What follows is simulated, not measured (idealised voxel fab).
process module | voxel wiring stack
cross-section cut | 205 nm wide | cells 5 nm
A cross-section is a grid of square cells, given in bands from the top down. A band is one or more rows of cells.
Each band's line starts with the height of the band's top and of its bottom, in nm. Then come its materials from left to right, each with its width in nm. One material with "throughout" fills the band from edge to edge. "air" is empty space.
Height 0 is the level under which the wafer as received is all one material. The lowest band goes on downwards, as in "0 down".
A width such as "30 to 40" changes by the same amount from each row of cells to the next, from the band's top row to its bottom row.
"no change" after a step means that no cell of the cross-section changed.
closed voids: empty space of 8 cells or more with no open way to the top, each as width x height at its distance from the left edge, in nm
after a step's settings: what the simulator itself notes on the step
overlay nm, on a step with a mask: how far to the right of its planned place the mask lay; to the left if negative
plan
1 op RECEIVE | material Si
2 op CONFORMAL_DEP | material SiO2 | thk nm 15
3 op DIRECTIONAL_DEP | material TiN | thk nm 5
4 op DIRECTIONAL_DEP | material W | thk nm 25
5 op DIRECTIONAL_DEP | material aC | thk nm 15
6 op PATTERN | tone cover | mask id METAL_1 | material resist | width nm 20 | pitch nm 40 | thk nm 30 | overlay nm 0
7 op DIRECTIONAL_ETCH | etch materials aC | depth nm 15
8 op STRIP | etch materials resist
9 op DIRECTIONAL_ETCH | etch materials W | depth nm 25
10 op DIRECTIONAL_ETCH | etch materials TiN | depth nm 5
11 op STRIP | etch materials aC
12 op CONFORMAL_DEP | material SiCN | thk nm 5
13 op FILL_DEP | material SiO2 | thk nm 5
14 op CMP | height nm 45
15 op CONFORMAL_DEP | material SiCN | thk nm 5
16 op DIRECTIONAL_DEP | material lowk | thk nm 30
17 op MASKED_ETCH | tone open | mask id METAL_2_HOLES | width nm 15 | pitch nm 80 | etch materials lowk | depth nm 30 | overlay nm 0
18 op PATTERN | tone open | mask id METAL_2 | material resist | width nm 20 | pitch nm 40 | thk nm 20 | overlay nm 0
19 op DIRECTIONAL_ETCH | etch materials lowk | depth nm 15
20 op DIRECTIONAL_ETCH | etch materials SiCN | depth nm 5
21 op STRIP | etch materials resist
22 op CONFORMAL_DEP | material TiN | thk nm 5
23 op FILL_DEP | material Cu | thk nm 5
24 op CMP | height nm 80
25 op CONFORMAL_DEP | material SiCN | thk nm 5
26 op DIRECTIONAL_DEP | material SiO2 | thk nm 30
27 op MASKED_ETCH | tone open | mask id METAL_3 | width nm 20 | pitch nm 40 | etch materials SiO2 | depth nm 15 | overlay nm 0
28 op MASKED_ETCH | tone open | mask id METAL_3_HOLES | width nm 15 | pitch nm 80 | etch materials SiO2 | depth nm 15 | overlay nm 0
29 op MASKED_ETCH | tone open | mask id METAL_3_HOLES | width nm 15 | pitch nm 80 | etch materials SiCN | depth nm 5 | overlay nm 0
30 op CONFORMAL_DEP | material TiN | thk nm 5
31 op FILL_DEP | material Ru | thk nm 5
32 op CMP | height nm 115
33 op CONFORMAL_DEP | material SiCN | thk nm 5
34 op DIRECTIONAL_DEP | material SiO2 | thk nm 25
35 op MASKED_ETCH | tone open | mask id METAL_4 | width nm 20 | pitch nm 40 | etch materials SiO2 | depth nm 15 | overlay nm 0
36 op PATTERN | tone open | mask id METAL_4_HOLES | material resist | width nm 15 | pitch nm 80 | thk nm 20 | overlay nm 0
37 op DIRECTIONAL_ETCH | etch materials SiO2 | depth nm 10
38 op DIRECTIONAL_ETCH | etch materials SiCN | depth nm 5
39 op STRIP | etch materials resist
40 op CONFORMAL_DEP | material TiN | thk nm 5
41 op FILL_DEP | material Ru | thk nm 10
42 op CMP | height nm 145
43 op CONFORMAL_DEP | material SiN | thk nm 5
as received, after step 1
  0 down: Si throughout
  closed voids: none
a wafer at the end: this start, this plan, one mistake
  150 to 145: SiN throughout
  145 to 135: SiO2 30 | TiN 5 | Ru 10 | TiN 5 | SiO2 20 | TiN 5 | Ru 10 | TiN 5 | SiO2 20 | TiN 5 | Ru 10 | TiN 5 | SiO2 20 | TiN 5 | Ru 10 | TiN 5 | SiO2 35
  135 to 130: SiO2 30 | TiN 5 | Ru 5 | TiN 10 | SiO2 20 | TiN 20 | SiO2 20 | TiN 5 | Ru 5 | TiN 10 | SiO2 20 | TiN 20 | SiO2 35
  130 to 120: SiO2 30 | TiN 5 | Ru 5 | TiN 5 | SiO2 65 | TiN 5 | Ru 5 | TiN 5 | SiO2 80
  120 to 115: SiCN 30 | TiN 15 | SiCN 65 | TiN 15 | SiCN 80
  115 to 105: SiO2 30 | TiN 5 | Ru 10 | TiN 5 | SiO2 20 | TiN 5 | Ru 10 | TiN 5 | SiO2 20 | TiN 5 | Ru 10 | TiN 5 | SiO2 20 | TiN 5 | Ru 10 | TiN 5 | SiO2 35
  105 to 100: SiO2 30 | TiN 5 | Ru 5 | TiN 10 | SiO2 20 | TiN 20 | SiO2 20 | TiN 5 | Ru 5 | TiN 10 | SiO2 20 | TiN 20 | SiO2 35
  100 to 85: SiO2 30 | TiN 5 | Ru 5 | TiN 5 | SiO2 65 | TiN 5 | Ru 5 | TiN 5 | SiO2 80
  85 to 80: SiCN 30 | TiN 15 | SiCN 65 | TiN 15 | SiCN 80
  80 to 70: lowk 30 | TiN 5 | Cu 10 | TiN 5 | lowk 20 | TiN 5 | Cu 10 | TiN 5 | lowk 20 | TiN 5 | Cu 10 | TiN 5 | lowk 20 | TiN 5 | Cu 10 | TiN 5 | lowk 35
  70 to 65: lowk 30 | TiN 5 | Cu 5 | TiN 10 | lowk 20 | TiN 20 | lowk 20 | TiN 5 | Cu 5 | TiN 10 | lowk 20 | TiN 20 | lowk 35
  65 to 50: lowk 30 | TiN 5 | Cu 5 | TiN 5 | lowk 65 | TiN 5 | Cu 5 | TiN 5 | lowk 80
  50 to 45: SiCN 30 | TiN 15 | SiCN 65 | TiN 15 | SiCN 80
  45 to 40: SiO2 25 | SiCN 30 | SiO2 10 | SiCN 30 | SiO2 10 | SiCN 30 | SiO2 10 | SiCN 30 | SiO2 30
  40 to 20: SiO2 25 | SiCN 5 | W 20 | SiCN 5 | SiO2 10 | SiCN 5 | W 20 | SiCN 5 | SiO2 10 | SiCN 5 | W 20 | SiCN 5 | SiO2 10 | SiCN 5 | W 20 | SiCN 5 | SiO2 30
  20 to 15: SiCN 30 | W 20 | SiCN 20 | W 20 | SiCN 20 | W 20 | SiCN 20 | W 20 | SiCN 35
  15 to 0: SiO2 throughout
  0 down: Si throughout
  closed voids: none
what went wrong: step 3 was left out
